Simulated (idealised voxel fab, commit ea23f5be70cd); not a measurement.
The document below concerns the process module designated voxel ribs on slabs.
Cross-section cut: width 240 nm, square cells of 5 nm.
Notation: cross-section as square-cell grid; stated in bands, top first, going down; one or more cell rows per band.
Look at the band entry: it leads with the top's height and the bottom's height in nm. Then it lists the materials left to right, with a width in nm for each. The word "all across" on a single material says that material fills the band edge to edge. The word "air" is empty space.
The reference from which all heights are counted is 0, the level beneath which the as-received wafer is entirely one material; the lowest band, having no lower bound, proceeds downward and is written after the example "0..down".
Width "30..40": first value at the band's top row of cells, second value at its bottom row, equal change from row to row.
Reading "left unchanged" for a step: not a cell of the cross-section changed in it.
Fully closed voids: empty space of 8 cells or more with no open way to the top, each as width x height at its distance from the left edge, in nm
Text after the settings on a step's line: the simulator's own remark on that step.
The line of a step may include "overlay nm". On a step with a mask, this value is how far to the right of its planned place the mask lay. A negative value means the mask lay to the left.
If you're wondering how to read the rest of this, here's the deal. It's pairs of cross-sections: one from before a process step, one from after it. The after one is only drawn as far down as the lowest band that changed. Right under each pair you'll see which step sits between them and what its settings were. Don't read the pairs as one continuous story, though. They can come from different runs of this module on the same starting wafer, and a pair only carries on from the one above it where its entry headed "Prior to processing" says so.
PRIOR TO PROCESSING
    0..down  Si all across
    Fully closed voids: none
POST-STEP SNAPSHOT
    20..0  SiO2 all across
    Beneath the level 0, the cross-section is identical to its previous state.
    Fully closed voids: none
Step, before to after (see cross-sections above): DIRECTIONAL_DEP (material SiO2; thk nm 20)
Prior to processing: For the state before this step, see the after cross-section of the pair located directly above.
POST-STEP SNAPSHOT
    40..20  SiN all across
    Beneath the level 20, the cross-section is identical to its previous state.
    Fully closed voids: none
Step, before to after (see cross-sections above): DIRECTIONAL_DEP (material SiN; thk nm 20)
Prior to processing: For the state before this step, see the after cross-section of the pair located directly above.
POST-STEP SNAPSHOT
    50..40  aC all across
    Beneath the level 40, the cross-section is identical to its previous state.
    Fully closed voids: none
Step, before to after (see cross-sections above): DIRECTIONAL_DEP (material aC; thk nm 10)
Prior to processing: For the state before this step, see the after cross-section of the pair located directly above.
POST-STEP SNAPSHOT
    80..50  105 nm air; 30 nm resist; 105 nm air
    Beneath the level 50, the cross-section is identical to its previous state.
    Fully closed voids: none
Step, before to after (see cross-sections above): PATTERN (tone cover; mask id RIB; material resist; width nm 30; thk nm 30; overlay nm 0)
Prior to processing: For the state before this step, see the after cross-section of the pair located directly above.
POST-STEP SNAPSHOT
    70..50  105 nm air; 30 nm resist; 105 nm air
    50..40  105 nm air; 30 nm aC; 105 nm air
    Beneath the level 40, the cross-section is identical to its previous state.
    Fully closed voids: none
Step, before to after (see cross-sections above): DIRECTIONAL_ETCH (etch materials aC; depth nm 10)
Prior to processing: For the state before this step, see the after cross-section of the pair located directly above.
POST-STEP SNAPSHOT
    50..40  105 nm air; 30 nm aC; 105 nm air
    Beneath the level 40, the cross-section is identical to its previous state.
    Fully closed voids: none
Step, before to after (see cross-sections above): STRIP (etch materials resist)
Prior to processing: For the state before this step, see the after cross-section of the pair located directly above.
POST-STEP SNAPSHOT
    50..40  105 nm air; 30 nm aC; 105 nm air
    40..25  105 nm air; 30 nm SiN; 105 nm air
    Beneath the level 25, the cross-section is identical to its previous state.
    Fully closed voids: none
Step, before to after (see cross-sections above): DIRECTIONAL_ETCH (etch materials SiN; depth nm 15)
Prior to processing: For the state before this step, see the after cross-section of the pair located directly above.
POST-STEP SNAPSHOT
    40..25  105 nm air; 30 nm SiN; 105 nm air
    Beneath the level 25, the cross-section is identical to its previous state.
    Fully closed voids: none
Step, before to after (see cross-sections above): STRIP (etch materials aC)
Prior to processing: For the state before this step, see the after cross-section of the pair located directly above.
POST-STEP SNAPSHOT
    40..25  105 nm air; 30 nm SiN; 105 nm air
    25..20  90 nm air; 60 nm SiN; 90 nm air
    Beneath the level 20, the cross-section is identical to its previous state.
    Fully closed voids: none
Step, before to after (see cross-sections above): MASKED_ETCH (tone cover; mask id SLAB; width nm 60; etch materials SiN; depth nm 5; overlay nm 0)
Prior to processing: For the state before this step, see the after cross-section of the pair located directly above.
POST-STEP SNAPSHOT
    55..40  SiO2 all across
    40..25  105 nm SiO2; 30 nm SiN; 105 nm SiO2
    25..20  90 nm SiO2; 60 nm SiN; 90 nm SiO2
    Beneath the level 20, the cross-section is identical to its previous state.
    Fully closed voids: none
Step, before to after (see cross-sections above): FILL_DEP (material SiO2; thk nm 15)
Prior to processing: For the state before this step, see the after cross-section of the pair located directly above.
POST-STEP SNAPSHOT
    50..40  SiO2 all across
    Beneath the level 40, the cross-section is identical to its previous state.
    Fully closed voids: none
Step, before to after (see cross-sections above): CMP (height nm 50)
Prior to processing: For the state before this step, see the after cross-section of the pair located directly above.
POST-STEP SNAPSHOT
    55..50  W all across
    Beneath the level 50, the cross-section is identical to its previous state.
    Fully closed voids: none
Step, before to after (see cross-sections above): DIRECTIONAL_DEP (material W; thk nm 5)
Prior to processing: For the state before this step, see the after cross-section of the pair located directly above.
POST-STEP SNAPSHOT
    55..50  100 nm air; 40 nm W; 100 nm air
    Beneath the level 50, the cross-section is identical to its previous state.
    Fully closed voids: none
Step, before to after (see cross-sections above): MASKED_ETCH (tone cover; mask id HEATER; width nm 40; etch materials W; depth nm 5; overlay nm 0)
Prior to processing: For the state before this step, see the after cross-section of the pair located directly above.
POST-STEP SNAPSHOT
    65..60  90 nm air; 60 nm SiN; 90 nm air
    60..55  SiN all across
    55..50  100 nm SiN; 40 nm W; 100 nm SiN
    Beneath the level 50, the cross-section is identical to its previous state.
    Fully closed voids: none
Step, before to after (see cross-sections above): CONFORMAL_DEP (material SiN; thk nm 10)
PRIOR TO PROCESSING
    20..0  SiO2 all across
    0..down  Si all across
    Fully closed voids: none
POST-STEP SNAPSHOT
    40..0  SiO2 all across
    Beneath the level 0, the cross-section is identical to its previous state.
    Fully closed voids: none
Step, before to after (see cross-sections above): DIRECTIONAL_DEP (material SiO2; thk nm 20)
Prior to processing: For the state before this step, see the after cross-section of the pair located directly above.
POST-STEP SNAPSHOT
    60..40  SiN all across
    Beneath the level 40, the cross-section is identical to its previous state.
    Fully closed voids: none
Step, before to after (see cross-sections above): DIRECTIONAL_DEP (material SiN; thk nm 20)
Prior to processing: For the state before this step, see the after cross-section of the pair located directly above.
POST-STEP SNAPSHOT
    70..60  aC all across
    Beneath the level 60, the cross-section is identical to its previous state.
    Fully closed voids: none
Step, before to after (see cross-sections above): DIRECTIONAL_DEP (material aC; thk nm 10)
Prior to processing: For the state before this step, see the after cross-section of the pair located directly above.
POST-STEP SNAPSHOT
    100..70  105 nm air; 30 nm resist; 105 nm air
    Beneath the level 70, the cross-section is identical to its previous state.
    Fully closed voids: none
Step, before to after (see cross-sections above): PATTERN (tone cover; mask id RIB; material resist; width nm 30; thk nm 30; overlay nm 0)
Prior to processing: For the state before this step, see the after cross-section of the pair located directly above.
POST-STEP SNAPSHOT
    90..70  105 nm air; 30 nm resist; 105 nm air
    70..60  105 nm air; 30 nm aC; 105 nm air
    Beneath the level 60, the cross-section is identical to its previous state.
    Fully closed voids: none
Step, before to after (see cross-sections above): DIRECTIONAL_ETCH (etch materials aC; depth nm 10)
Prior to processing: For the state before this step, see the after cross-section of the pair located directly above.
POST-STEP SNAPSHOT
    70..60  105 nm air; 30 nm aC; 105 nm air
    Beneath the level 60, the cross-section is identical to its previous state.
    Fully closed voids: none
Step, before to after (see cross-sections above): STRIP (etch materials resist)
Prior to processing: For the state before this step, see the after cross-section of the pair located directly above.
POST-STEP SNAPSHOT
    70..60  105 nm air; 30 nm aC; 105 nm air
    60..45  105 nm air; 30 nm SiN; 105 nm air
    Beneath the level 45, the cross-section is identical to its previous state.
    Fully closed voids: none
Step, before to after (see cross-sections above): DIRECTIONAL_ETCH (etch materials SiN; depth nm 15)
Prior to processing: For the state before this step, see the after cross-section of the pair located directly above.
POST-STEP SNAPSHOT
    60..45  105 nm air; 30 nm SiN; 105 nm air
    Beneath the level 45, the cross-section is identical to its previous state.
    Fully closed voids: none
Step, before to after (see cross-sections above): STRIP (etch materials aC)
Prior to processing: For the state before this step, see the after cross-section of the pair located directly above.
POST-STEP SNAPSHOT
    60..45  105 nm air; 30 nm SiN; 105 nm air
    45..40  90 nm air; 60 nm SiN; 90 nm air
    Beneath the level 40, the cross-section is identical to its previous state.
    Fully closed voids: none
Step, before to after (see cross-sections above): MASKED_ETCH (tone cover; mask id SLAB; width nm 60; etch materials SiN; depth nm 5; overlay nm 0)
Prior to processing: For the state before this step, see the after cross-section of the pair located directly above.
POST-STEP SNAPSHOT
    75..60  SiO2 all across
    60..45  105 nm SiO2; 30 nm SiN; 105 nm SiO2
    45..40  90 nm SiO2; 60 nm SiN; 90 nm SiO2
    Beneath the level 40, the cross-section is identical to its previous state.
    Fully closed voids: none
Step, before to after (see cross-sections above): FILL_DEP (material SiO2; thk nm 15)
Prior to processing: For the state before this step, see the after cross-section of the pair located directly above.
POST-STEP SNAPSHOT
    50..40  105..90 nm SiO2; 30..60 nm SiN; 105..90 nm SiO2
    Beneath the level 40, the cross-section is identical to its previous state.
    Fully closed voids: none
Step, before to after (see cross-sections above): CMP (height nm 50)
Prior to processing: For the state before this step, see the after cross-section of the pair located directly above.
POST-STEP SNAPSHOT
    55..50  W all across
    Beneath the level 50, the cross-section is identical to its previous state.
    Fully closed voids: none
Step, before to after (see cross-sections above): DIRECTIONAL_DEP (material W; thk nm 5)
Prior to processing: For the state before this step, see the after cross-section of the pair located directly above.
POST-STEP SNAPSHOT
    55..50  100 nm air; 40 nm W; 100 nm air
    Beneath the level 50, the cross-section is identical to its previous state.
    Fully closed voids: none
Step, before to after (see cross-sections above): MASKED_ETCH (tone cover; mask id HEATER; width nm 40; etch materials W; depth nm 5; overlay nm 0)
Prior to processing: For the state before this step, see the after cross-section of the pair located directly above.
POST-STEP SNAPSHOT
    65..60  90 nm air; 60 nm SiN; 90 nm air
    60..55  SiN all across
    55..50  100 nm SiN; 40 nm W; 100 nm SiN
    Beneath the level 50, the cross-section is identical to its previous state.
    Fully closed voids: none
Step, before to after (see cross-sections above): CONFORMAL_DEP (material SiN; thk nm 10)
PRIOR TO PROCESSING
    0..down  Si all across
    Fully closed voids: none
POST-STEP SNAPSHOT
    20..0  SiN all across
    Beneath the level 0, the cross-section is identical to its previous state.
    Fully closed voids: none
Step, before to after (see cross-sections above): DIRECTIONAL_DEP (material SiN; thk nm 20)
Prior to processing: For the state before this step, see the after cross-section of the pair located directly above.
POST-STEP SNAPSHOT
    40..20  SiO2 all across
    Beneath the level 20, the cross-section is identical to its previous state.
    Fully closed voids: none
Step, before to after (see cross-sections above): DIRECTIONAL_DEP (material SiO2; thk nm 20)
Prior to processing: For the state before this step, see the after cross-section of the pair located directly above.
POST-STEP SNAPSHOT
    50..40  aC all across
    Beneath the level 40, the cross-section is identical to its previous state.
    Fully closed voids: none
Step, before to after (see cross-sections above): DIRECTIONAL_DEP (material aC; thk nm 10)
Prior to processing: For the state before this step, see the after cross-section of the pair located directly above.
POST-STEP SNAPSHOT
    80..50  105 nm air; 30 nm resist; 105 nm air
    Beneath the level 50, the cross-section is identical to its previous state.
    Fully closed voids: none
Step, before to after (see cross-sections above): PATTERN (tone cover; mask id RIB; material resist; width nm 30; thk nm 30; overlay nm 0)
Prior to processing: For the state before this step, see the after cross-section of the pair located directly above.
POST-STEP SNAPSHOT
    70..50  105 nm air; 30 nm resist; 105 nm air
    50..40  105 nm air; 30 nm aC; 105 nm air
    Beneath the level 40, the cross-section is identical to its previous state.
    Fully closed voids: none
Step, before to after (see cross-sections above): DIRECTIONAL_ETCH (etch materials aC; depth nm 10)
Prior to processing: For the state before this step, see the after cross-section of the pair located directly above.
POST-STEP SNAPSHOT
    50..40  105 nm air; 30 nm aC; 105 nm air
    Beneath the level 40, the cross-section is identical to its previous state.
    Fully closed voids: none
Step, before to after (see cross-sections above): STRIP (etch materials resist)
Prior to processing: For the state before this step, see the after cross-section of the pair located directly above.
POST-STEP SNAPSHOT
    40..20  SiO2 all across
    Beneath the level 20, the cross-section is identical to its previous state.
    Fully closed voids: none
Step, before to after (see cross-sections above): STRIP (etch materials aC)
Prior to processing: For the state before this step, see the after cross-section of the pair located directly above.
POST-STEP SNAPSHOT
    55..20  SiO2 all across
    Beneath the level 20, the cross-section is identical to its previous state.
    Fully closed voids: none
Step, before to after (see cross-sections above): FILL_DEP (material SiO2; thk nm 15)
Prior to processing: For the state before this step, see the after cross-section of the pair located directly above.
POST-STEP SNAPSHOT
    50..20  SiO2 all across
    Beneath the level 20, the cross-section is identical to its previous state.
    Fully closed voids: none
Step, before to after (see cross-sections above): CMP (height nm 50)
Prior to processing: For the state before this step, see the after cross-section of the pair located directly above.
POST-STEP SNAPSHOT
    55..50  W all across
    Beneath the level 50, the cross-section is identical to its previous state.
    Fully closed voids: none
Step, before to after (see cross-sections above): DIRECTIONAL_DEP (material W; thk nm 5)
Prior to processing: For the state before this step, see the after cross-section of the pair located directly above.
POST-STEP SNAPSHOT
    55..50  100 nm air; 40 nm W; 100 nm air
    Beneath the level 50, the cross-section is identical to its previous state.
    Fully closed voids: none
Step, before to after (see cross-sections above): MASKED_ETCH (tone cover; mask id HEATER; width nm 40; etch materials W; depth nm 5; overlay nm 0)
Prior to processing: For the state before this step, see the after cross-section of the pair located directly above.
POST-STEP SNAPSHOT
    65..60  90 nm air; 60 nm SiN; 90 nm air
    60..55  SiN all across
    55..50  100 nm SiN; 40 nm W; 100 nm SiN
    Beneath the level 50, the cross-section is identical to its previous state.
    Fully closed voids: none
Step, before to after (see cross-sections above): CONFORMAL_DEP (material SiN; thk nm 10)
PRIOR TO PROCESSING
    50..40  SiO2 all across
    40..25  105 nm SiO2; 30 nm SiN; 105 nm SiO2
    25..20  90 nm SiO2; 60 nm SiN; 90 nm SiO2
    20..0  SiO2 all across
    0..down  Si all across
    Fully closed voids: none
POST-STEP SNAPSHOT
    65..50  W all across
    Beneath the level 50, the cross-section is identical to its previous state.
    Fully closed voids: none
Step, before to after (see cross-sections above): DIRECTIONAL_DEP (material W; thk nm 15)
Prior to processing: For the state before this step, see the after cross-section of the pair located directly above.
POST-STEP SNAPSHOT
    65..60  100 nm air; 40 nm W; 100 nm air
    Beneath the level 60, the cross-section is identical to its previous state.
    Fully closed voids: none
Step, before to after (see cross-sections above): MASKED_ETCH (tone cover; mask id HEATER; width nm 40; etch materials W; depth nm 5; overlay nm 0)
Prior to processing: For the state before this step, see the after cross-section of the pair located directly above.
POST-STEP SNAPSHOT
    75..70  90 nm air; 60 nm SiN; 90 nm air
    70..65  SiN all across
    65..60  100 nm SiN; 40 nm W; 100 nm SiN
    Beneath the level 60, the cross-section is identical to its previous state.
    Fully closed voids: none
Step, before to after (see cross-sections above): CONFORMAL_DEP (material SiN; thk nm 10)
PRIOR TO PROCESSING
    40..25  105 nm air; 30 nm SiN; 105 nm air
    25..20  SiN all across
    20..0  SiO2 all across
    0..down  Si all across
    Fully closed voids: none
POST-STEP SNAPSHOT
    40..25  105 nm air; 30 nm SiN; 105 nm air
    25..20  85 nm air; 70 nm SiN; 85 nm air
    Beneath the level 20, the cross-section is identical to its previous state.
    Fully closed voids: none
Step, before to after (see cross-sections above): MASKED_ETCH (tone cover; mask id SLAB; width nm 70; etch materials SiN; depth nm 5; overlay nm 0)
Prior to processing: For the state before this step, see the after cross-section of the pair located directly above.
POST-STEP SNAPSHOT
    55..40  SiO2 all across
    40..25  105 nm SiO2; 30 nm SiN; 105 nm SiO2
    25..20  85 nm SiO2; 70 nm SiN; 85 nm SiO2
    Beneath the level 20, the cross-section is identical to its previous state.
    Fully closed voids: none
Step, before to after (see cross-sections above): FILL_DEP (material SiO2; thk nm 15)
Prior to processing: For the state before this step, see the after cross-section of the pair located directly above.
POST-STEP SNAPSHOT
    50..40  SiO2 all across
    Beneath the level 40, the cross-section is identical to its previous state.
    Fully closed voids: none
Step, before to after (see cross-sections above): CMP (height nm 50)
Prior to processing: For the state before this step, see the after cross-section of the pair located directly above.
POST-STEP SNAPSHOT
    55..50  W all across
    Beneath the level 50, the cross-section is identical to its previous state.
    Fully closed voids: none
Step, before to after (see cross-sections above): DIRECTIONAL_DEP (material W; thk nm 5)
Prior to processing: For the state before this step, see the after cross-section of the pair located directly above.
POST-STEP SNAPSHOT
    55..50  100 nm air; 40 nm W; 100 nm air
    Beneath the level 50, the cross-section is identical to its previous state.
    Fully closed voids: none
Step, before to after (see cross-sections above): MASKED_ETCH (tone cover; mask id HEATER; width nm 40; etch materials W; depth nm 5; overlay nm 0)
Prior to processing: For the state before this step, see the after cross-section of the pair located directly above.
POST-STEP SNAPSHOT
    65..60  90 nm air; 60 nm SiN; 90 nm air
    60..55  SiN all across
    55..50  100 nm SiN; 40 nm W; 100 nm SiN
    Beneath the level 50, the cross-section is identical to its previous state.
    Fully closed voids: none
Step, before to after (see cross-sections above): CONFORMAL_DEP (material SiN; thk nm 10)
PRIOR TO PROCESSING
    50..40  aC all across
    40..20  SiN all across
    20..0  SiO2 all across
    0..down  Si all across
    Fully closed voids: none
POST-STEP SNAPSHOT
    80..50  100 nm air; 30 nm resist; 110 nm air
    Beneath the level 50, the cross-section is identical to its previous state.
    Fully closed voids: none
Step, before to after (see cross-sections above): PATTERN (tone cover; mask id RIB; material resist; width nm 30; thk nm 30; overlay nm -5)
Prior to processing: For the state before this step, see the after cross-section of the pair located directly above.
POST-STEP SNAPSHOT
    70..50  100 nm air; 30 nm resist; 110 nm air
    50..40  100 nm air; 30 nm aC; 110 nm air
    Beneath the level 40, the cross-section is identical to its previous state.
    Fully closed voids: none
Step, before to after (see cross-sections above): DIRECTIONAL_ETCH (etch materials aC; depth nm 10)
Prior to processing: For the state before this step, see the after cross-section of the pair located directly above.
POST-STEP SNAPSHOT
    50..40  100 nm air; 30 nm aC; 110 nm air
    Beneath the level 40, the cross-section is identical to its previous state.
    Fully closed voids: none
Step, before to after (see cross-sections above): STRIP (etch materials resist)
Prior to processing: For the state before this step, see the after cross-section of the pair located directly above.
POST-STEP SNAPSHOT
    50..40  100 nm air; 30 nm aC; 110 nm air
    40..25  100 nm air; 30 nm SiN; 110 nm air
    Beneath the level 25, the cross-section is identical to its previous state.
    Fully closed voids: none
Step, before to after (see cross-sections above): DIRECTIONAL_ETCH (etch materials SiN; depth nm 15)
Prior to processing: For the state before this step, see the after cross-section of the pair located directly above.
POST-STEP SNAPSHOT
    40..25  100 nm air; 30 nm SiN; 110 nm air
    Beneath the level 25, the cross-section is identical to its previous state.
    Fully closed voids: none
Step, before to after (see cross-sections above): STRIP (etch materials aC)
Prior to processing: For the state before this step, see the after cross-section of the pair located directly above.
POST-STEP SNAPSHOT
    40..25  100 nm air; 30 nm SiN; 110 nm air
    25..20  90 nm air; 60 nm SiN; 90 nm air
    Beneath the level 20, the cross-section is identical to its previous state.
    Fully closed voids: none
Step, before to after (see cross-sections above): MASKED_ETCH (tone cover; mask id SLAB; width nm 60; etch materials SiN; depth nm 5; overlay nm 0)
Prior to processing: For the state before this step, see the after cross-section of the pair located directly above.
POST-STEP SNAPSHOT
    55..40  SiO2 all across
    40..25  100 nm SiO2; 30 nm SiN; 110 nm SiO2
    25..20  90 nm SiO2; 60 nm SiN; 90 nm SiO2
    Beneath the level 20, the cross-section is identical to its previous state.
    Fully closed voids: none
Step, before to after (see cross-sections above): FILL_DEP (material SiO2; thk nm 15)
Prior to processing: For the state before this step, see the after cross-section of the pair located directly above.
POST-STEP SNAPSHOT
    50..40  SiO2 all across
    Beneath the level 40, the cross-section is identical to its previous state.
    Fully closed voids: none
Step, before to after (see cross-sections above): CMP (height nm 50)
Prior to processing: For the state before this step, see the after cross-section of the pair located directly above.
POST-STEP SNAPSHOT
    55..50  W all across
    Beneath the level 50, the cross-section is identical to its previous state.
    Fully closed voids: none
Step, before to after (see cross-sections above): DIRECTIONAL_DEP (material W; thk nm 5)
Prior to processing: For the state before this step, see the after cross-section of the pair located directly above.
POST-STEP SNAPSHOT
    55..50  100 nm air; 40 nm W; 100 nm air
    Beneath the level 50, the cross-section is identical to its previous state.
    Fully closed voids: none
Step, before to after (see cross-sections above): MASKED_ETCH (tone cover; mask id HEATER; width nm 40; etch materials W; depth nm 5; overlay nm 0)
Prior to processing: For the state before this step, see the after cross-section of the pair located directly above.
POST-STEP SNAPSHOT
    65..60  90 nm air; 60 nm SiN; 90 nm air
    60..55  SiN all across
    55..50  100 nm SiN; 40 nm W; 100 nm SiN
    Beneath the level 50, the cross-section is identical to its previous state.
    Fully closed voids: none
Step, before to after (see cross-sections above): CONFORMAL_DEP (material SiN; thk nm 10)
PRIOR TO PROCESSING
    0..down  Si all across
    Fully closed voids: none
POST-STEP SNAPSHOT
    20..0  W all across
    Beneath the level 0, the cross-section is identical to its previous state.
    Fully closed voids: none
Step, before to after (see cross-sections above): DIRECTIONAL_DEP (material W; thk nm 20)
Prior to processing: For the state before this step, see the after cross-section of the pair located directly above.
POST-STEP SNAPSHOT
    40..20  SiN all across
    Beneath the level 20, the cross-section is identical to its previous state.
    Fully closed voids: none
Step, before to after (see cross-sections above): DIRECTIONAL_DEP (material SiN; thk nm 20)
Prior to processing: For the state before this step, see the after cross-section of the pair located directly above.
POST-STEP SNAPSHOT
    50..40  aC all across
    Beneath the level 40, the cross-section is identical to its previous state.
    Fully closed voids: none
Step, before to after (see cross-sections above): DIRECTIONAL_DEP (material aC; thk nm 10)
Prior to processing: For the state before this step, see the after cross-section of the pair located directly above.
POST-STEP SNAPSHOT
    80..50  105 nm air; 30 nm resist; 105 nm air
    Beneath the level 50, the cross-section is identical to its previous state.
    Fully closed voids: none
Step, before to after (see cross-sections above): PATTERN (tone cover; mask id RIB; material resist; width nm 30; thk nm 30; overlay nm 0)
Prior to processing: For the state before this step, see the after cross-section of the pair located directly above.
POST-STEP SNAPSHOT
    70..50  105 nm air; 30 nm resist; 105 nm air
    50..40  105 nm air; 30 nm aC; 105 nm air
    Beneath the level 40, the cross-section is identical to its previous state.
    Fully closed voids: none
Step, before to after (see cross-sections above): DIRECTIONAL_ETCH (etch materials aC; depth nm 10)
Prior to processing: For the state before this step, see the after cross-section of the pair located directly above.
POST-STEP SNAPSHOT
    50..40  105 nm air; 30 nm aC; 105 nm air
    Beneath the level 40, the cross-section is identical to its previous state.
    Fully closed voids: none
Step, before to after (see cross-sections above): STRIP (etch materials resist)
Prior to processing: For the state before this step, see the after cross-section of the pair located directly above.
POST-STEP SNAPSHOT
    50..40  105 nm air; 30 nm aC; 105 nm air
    40..25  105 nm air; 30 nm SiN; 105 nm air
    Beneath the level 25, the cross-section is identical to its previous state.
    Fully closed voids: none
Step, before to after (see cross-sections above): DIRECTIONAL_ETCH (etch materials SiN; depth nm 15)
Prior to processing: For the state before this step, see the after cross-section of the pair located directly above.
POST-STEP SNAPSHOT
    40..25  105 nm air; 30 nm SiN; 105 nm air
    Beneath the level 25, the cross-section is identical to its previous state.
    Fully closed voids: none
Step, before to after (see cross-sections above): STRIP (etch materials aC)
Prior to processing: For the state before this step, see the after cross-section of the pair located directly above.
POST-STEP SNAPSHOT
    40..25  105 nm air; 30 nm SiN; 105 nm air
    25..20  90 nm air; 60 nm SiN; 90 nm air
    Beneath the level 20, the cross-section is identical to its previous state.
    Fully closed voids: none
Step, before to after (see cross-sections above): MASKED_ETCH (tone cover; mask id SLAB; width nm 60; etch materials SiN; depth nm 5; overlay nm 0)
Prior to processing: For the state before this step, see the after cross-section of the pair located directly above.
POST-STEP SNAPSHOT
    55..40  SiO2 all across
    40..25  105 nm SiO2; 30 nm SiN; 105 nm SiO2
    25..20  90 nm SiO2; 60 nm SiN; 90 nm SiO2
    Beneath the level 20, the cross-section is identical to its previous state.
    Fully closed voids: none
Step, before to after (see cross-sections above): FILL_DEP (material SiO2; thk nm 15)
Prior to processing: For the state before this step, see the after cross-section of the pair located directly above.
POST-STEP SNAPSHOT
    50..40  SiO2 all across
    Beneath the level 40, the cross-section is identical to its previous state.
    Fully closed voids: none
Step, before to after (see cross-sections above): CMP (height nm 50)
Prior to processing: For the state before this step, see the after cross-section of the pair located directly above.
POST-STEP SNAPSHOT
    55..50  W all across
    Beneath the level 50, the cross-section is identical to its previous state.
    Fully closed voids: none
Step, before to after (see cross-sections above): DIRECTIONAL_DEP (material W; thk nm 5)
Prior to processing: For the state before this step, see the after cross-section of the pair located directly above.
POST-STEP SNAPSHOT
    55..50  100 nm air; 40 nm W; 100 nm air
    Beneath the level 50, the cross-section is identical to its previous state.
    Fully closed voids: none
Step, before to after (see cross-sections above): MASKED_ETCH (tone cover; mask id HEATER; width nm 40; etch materials W; depth nm 5; overlay nm 0)
Prior to processing: For the state before this step, see the after cross-section of the pair located directly above.
POST-STEP SNAPSHOT
    65..60  90 nm air; 60 nm SiN; 90 nm air
    60..55  SiN all across
    55..50  100 nm SiN; 40 nm W; 100 nm SiN
    Beneath the level 50, the cross-section is identical to its previous state.
    Fully closed voids: none
Step, before to after (see cross-sections above): CONFORMAL_DEP (material SiN; thk nm 10)
PRIOR TO PROCESSING
    50..40  aC all across
    40..20  SiN all across
    20..0  SiO2 all across
    0..down  Si all across
    Fully closed voids: none
POST-STEP SNAPSHOT
    80..50  105 nm resist; 30 nm air; 105 nm resist
    Beneath the level 50, the cross-section is identical to its previous state.
    Fully closed voids: none
Step, before to after (see cross-sections above): PATTERN (tone open; mask id RIB; material resist; width nm 30; thk nm 30; overlay nm 0)
Prior to processing: For the state before this step, see the after cross-section of the pair located directly above.
POST-STEP SNAPSHOT
    70..50  105 nm resist; 30 nm air; 105 nm resist
    50..40  105 nm aC; 30 nm air; 105 nm aC
    Beneath the level 40, the cross-section is identical to its previous state.
    Fully closed voids: none
Step, before to after (see cross-sections above): DIRECTIONAL_ETCH (etch materials aC; depth nm 10)
Prior to processing: For the state before this step, see the after cross-section of the pair located directly above.
POST-STEP SNAPSHOT
    50..40  105 nm aC; 30 nm air; 105 nm aC
    Beneath the level 40, the cross-section is identical to its previous state.
    Fully closed voids: none
Step, before to after (see cross-sections above): STRIP (etch materials resist)
Prior to processing: For the state before this step, see the after cross-section of the pair located directly above.
POST-STEP SNAPSHOT
    50..40  105 nm aC; 30 nm air; 105 nm aC
    40..25  105 nm SiN; 30 nm air; 105 nm SiN
    Beneath the level 25, the cross-section is identical to its previous state.
    Fully closed voids: none
Step, before to after (see cross-sections above): DIRECTIONAL_ETCH (etch materials SiN; depth nm 15)
Prior to processing: For the state before this step, see the after cross-section of the pair located directly above.
POST-STEP SNAPSHOT
    40..25  105 nm SiN; 30 nm air; 105 nm SiN
    Beneath the level 25, the cross-section is identical to its previous state.
    Fully closed voids: none
Step, before to after (see cross-sections above): STRIP (etch materials aC)
Prior to processing: For the state before this step, see the after cross-section of the pair located directly above.
POST-STEP SNAPSHOT
    40..35  90 nm air; 15 nm SiN; 30 nm air; 15 nm SiN; 90 nm air
    Beneath the level 35, the cross-section is identical to its previous state.
    Fully closed voids: none
Step, before to after (see cross-sections above): MASKED_ETCH (tone cover; mask id SLAB; width nm 60; etch materials SiN; depth nm 5; overlay nm 0)
Prior to processing: For the state before this step, see the after cross-section of the pair located directly above.
POST-STEP SNAPSHOT
    55..40  SiO2 all across
    40..35  90 nm SiO2; 15 nm SiN; 30 nm SiO2; 15 nm SiN; 90 nm SiO2
    35..25  105 nm SiN; 30 nm SiO2; 105 nm SiN
    Beneath the level 25, the cross-section is identical to its previous state.
    Fully closed voids: none
Step, before to after (see cross-sections above): FILL_DEP (material SiO2; thk nm 15)
Prior to processing: For the state before this step, see the after cross-section of the pair located directly above.
POST-STEP SNAPSHOT
    50..40  SiO2 all across
    Beneath the level 40, the cross-section is identical to its previous state.
    Fully closed voids: none
Step, before to after (see cross-sections above): CMP (height nm 50)
Prior to processing: For the state before this step, see the after cross-section of the pair located directly above.
POST-STEP SNAPSHOT
    55..50  W all across
    Beneath the level 50, the cross-section is identical to its previous state.
    Fully closed voids: none
Step, before to after (see cross-sections above): DIRECTIONAL_DEP (material W; thk nm 5)
Prior to processing: For the state before this step, see the after cross-section of the pair located directly above.
POST-STEP SNAPSHOT
    55..50  100 nm air; 40 nm W; 100 nm air
    Beneath the level 50, the cross-section is identical to its previous state.
    Fully closed voids: none
Step, before to after (see cross-sections above): MASKED_ETCH (tone cover; mask id HEATER; width nm 40; etch materials W; depth nm 5; overlay nm 0)
Prior to processing: For the state before this step, see the after cross-section of the pair located directly above.
POST-STEP SNAPSHOT
    65..60  90 nm air; 60 nm SiN; 90 nm air
    60..55  SiN all across
    55..50  100 nm SiN; 40 nm W; 100 nm SiN
    Beneath the level 50, the cross-section is identical to its previous state.
    Fully closed voids: none
Step, before to after (see cross-sections above): CONFORMAL_DEP (material SiN; thk nm 10)
